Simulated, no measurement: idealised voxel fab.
Herein follows the process module entitled voxel self aligned vias.
Shown is cross-section cut, with a width of 215 nm and square cells of size 5 nm.
Square cells in a grid make up a cross-section in this document, and the grid is given as bands, listed from the top down, each one or more rows of cells. In this notation a band is specified by the heights of its top and bottom, in that order and in nm, after which its materials appear from left to right, each paired with its width in nm. The word "edge to edge" attached to a single material means that material fills the band from edge to edge; the word "empty" stands for empty space. Height datum 0, below which the as-received substrate wafer is one material. Lowest band open at the bottom, running downward: "z 0 and below". So if you see something like "30..40" for the width, read it as the top row of the band sitting at the first number and the bottom row at the second, with every row in between moving by the same amount as the last. Step marked "remained unchanged"? Then no cell in the cross-section changed in it. "Closed cavity list" enumerates empty spaces isolated from the top, with no open way to it, that contain at least 8 cells, giving each as width x height at distance from the left edge, all three in nm. Anything after a step's settings on that line? It's the simulator's own note about the step. Among the settings permitted on a step's line is "overlay nm"; applied to a step with a mask, it specifies the extent to which the mask lay to the right of its planned position, whereas a negative figure signifies a position to the left.

STEPS IN THE PROCESS PLAN
1: RECEIVE [material Si]
2: CONFORMAL_DEP [material SiO2] [thk nm 10]
3: CONFORMAL_DEP [material SiCN] [thk nm 5]
4: DIRECTIONAL_DEP [material lowk] [thk nm 20]
5: DIRECTIONAL_DEP [material aC] [thk nm 15]
6: PATTERN [tone open] [mask id LINES] [material resist] [width nm 30] [pitch nm 75] [thk nm 35] [overlay nm 0]
7: DIRECTIONAL_ETCH [etch materials aC] [depth nm 15]
8: STRIP [etch materials resist]
9: DIRECTIONAL_ETCH [etch materials lowk] [depth nm 20]
10: STRIP [etch materials aC]
11: CONFORMAL_DEP [material TiN] [thk nm 5]
12: FILL_DEP [material Ru] [thk nm 10]
13: CMP [height nm 35]
14: SELECTIVE_ETCH [etch materials W Ru TiN] [depth nm 5]
15: FILL_DEP [material SiN] [thk nm 5]
16: CMP [height nm 35]
17: DIRECTIONAL_DEP [material lowk] [thk nm 15]
18: DIRECTIONAL_DEP [material aC] [thk nm 15]
19: PATTERN [tone open] [mask id VIAS] [material resist] [width nm 50] [pitch nm 75] [thk nm 30] [overlay nm 0]
20: DIRECTIONAL_ETCH [etch materials aC] [depth nm 15]
21: STRIP [etch materials resist]
22: DIRECTIONAL_ETCH [etch materials lowk] [depth nm 15]
23: DIRECTIONAL_ETCH [etch materials SiN] [depth nm 5]
24: STRIP [etch materials aC]
25: CONFORMAL_DEP [material TiN] [thk nm 5]
26: FILL_DEP [material Ru] [thk nm 5]
27: CMP [height nm 50]
28: CONFORMAL_DEP [material SiCN] [thk nm 5]

CROSS-SECTION, INCOMING MATERIAL, AFTER STEP 1
  z 0 and below | Si edge to edge
  Closed cavity list: none

CROSS-SECTIONAL VIEW OF THE FIRST OF THE TWO WAFERS UPON COMPLETION OF THE MODULE, PROCESSED IN ACCORDANCE WITH THE PLAN
  z 55 to 50 | SiCN edge to edge
  z 50 to 40 | 45 of lowk / 5 of TiN / 40 of Ru / 5 of TiN / 25 of lowk / 5 of TiN / 40 of Ru / 5 of TiN / 45 of lowk
  z 40 to 35 | 45 of lowk / 15 of TiN / 20 of Ru / 15 of TiN / 25 of lowk / 15 of TiN / 20 of Ru / 15 of TiN / 45 of lowk
  z 35 to 30 | 55 of lowk / 30 of TiN / 45 of lowk / 30 of TiN / 55 of lowk
  z 30 to 20 | 55 of lowk / 5 of TiN / 20 of Ru / 5 of TiN / 45 of lowk / 5 of TiN / 20 of Ru / 5 of TiN / 55 of lowk
  z 20 to 15 | 55 of lowk / 30 of TiN / 45 of lowk / 30 of TiN / 55 of lowk
  z 15 to 10 | SiCN edge to edge
  z 10 to 0 | SiO2 edge to edge
  z 0 and below | Si edge to edge
  Closed cavity list: none

SAME START, SAME PLAN AS THE FIRST WAFER - BUT ONE MISTAKE IN THE RUN. CROSS-SECTION OF THE SECOND OF THE TWO AT THE END OF THE MODULE
  z 55 to 50 | SiCN edge to edge
  z 50 to 35 | 45 of lowk / 5 of TiN / 40 of Ru / 5 of TiN / 25 of lowk / 5 of TiN / 40 of Ru / 5 of TiN / 45 of lowk
  z 35 to 30 | 45 of SiN / 50 of TiN / 25 of SiN / 50 of TiN / 45 of SiN
  z 30 to 15 | lowk edge to edge
  z 15 to 10 | SiCN edge to edge
  z 10 to 0 | SiO2 edge to edge
  z 0 and below | Si edge to edge
  Closed cavity list: none
What went wrong in running the wafer? not per plan at step 5, really ran DIRECTIONAL_DEP [material lowk] [thk nm 15]
The final cell counts differ between the wafers, with the second having more or fewer of some materials than the first: 8 fewer of Ru; 23 more of SiN; 20 fewer of TiN; 5 more of lowk
